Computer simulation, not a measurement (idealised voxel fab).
voxel air gaps: a process module
Cross-sectional view cut (width: 240 nm; square cell size: 5 nm).
Just so we're on the same page, the cross-sections are grids of square cells, and they're listed out in bands top to bottom, each band one or more rows deep. A band entry consists of two parts. The first gives the height of the band's top and the height of its bottom, in nm. The rest lists the band's materials from left to right, each with its width in nm. A single material labelled with the word "throughout" fills the band from edge to edge, and the word "air" marks empty space. Height datum 0, below which the as-received substrate wafer is one material. Lowest band open at the bottom, running downward: "from 0 down". The width entry "30 to 40" should be interpreted row by row: the top row of cells in the band takes the first number, the bottom row takes the second number, and the change between adjacent rows is uniform throughout. Where a step carries "remained unchanged", the cross-section came out of it unchanged, cell for cell. "Non-vented voids": empty spaces of 8 cells or more with no open way to the top, each given as width x height at distance, distance from the left edge, all in nm. Past the settings on a step's line: simulator remark, on that step. overlay nm, on a step with a mask: how far to the right of its planned place the mask lay; to the left if negative.

Process steps - plan:
1,RECEIVE | material Si
2,CONFORMAL_DEP | material SiO2 | thk nm 15
3,CONFORMAL_DEP | material SiN | thk nm 5
4,DIRECTIONAL_DEP | material SiO2 | thk nm 30
5,MASKED_ETCH | tone open | mask id LINES | width nm 25 | pitch nm 55 | etch materials SiO2 | depth nm 30 | overlay nm 0
6,CONFORMAL_DEP | material TiN | thk nm 5
7,FILL_DEP | material W | thk nm 5
8,CMP | height nm 50
9,EPI | material Ru | thk nm 10
10,SELECTIVE_ETCH | etch materials SiO2 | depth nm 40
11,CONFORMAL_DEP | material SiN | thk nm 5

Cross-section of the wafer at receipt, which is the condition after step 1:
	from 0 down = Si throughout
	Non-vented voids: none

a wafer at the end: this start, this plan, one mistake:
	from 65 to 60 = SiN throughout
	from 60 to 50 = Ru throughout
	from 50 to 45 = 55 TiN | 15 W | 40 TiN | 15 W | 40 TiN | 15 W | 60 TiN
	from 45 to 20 = 50 SiO2 | 5 TiN | 15 W | 5 TiN | 30 SiO2 | 5 TiN | 15 W | 5 TiN | 30 SiO2 | 5 TiN | 15 W | 5 TiN | 55 SiO2
	from 20 to 15 = 50 SiO2 | 25 TiN | 30 SiO2 | 25 TiN | 30 SiO2 | 25 TiN | 55 SiO2
	from 15 to 0 = SiO2 throughout
	from 0 down = Si throughout
	Non-vented voids: none
Processing error: not run: step 3 of the plan (skipped)
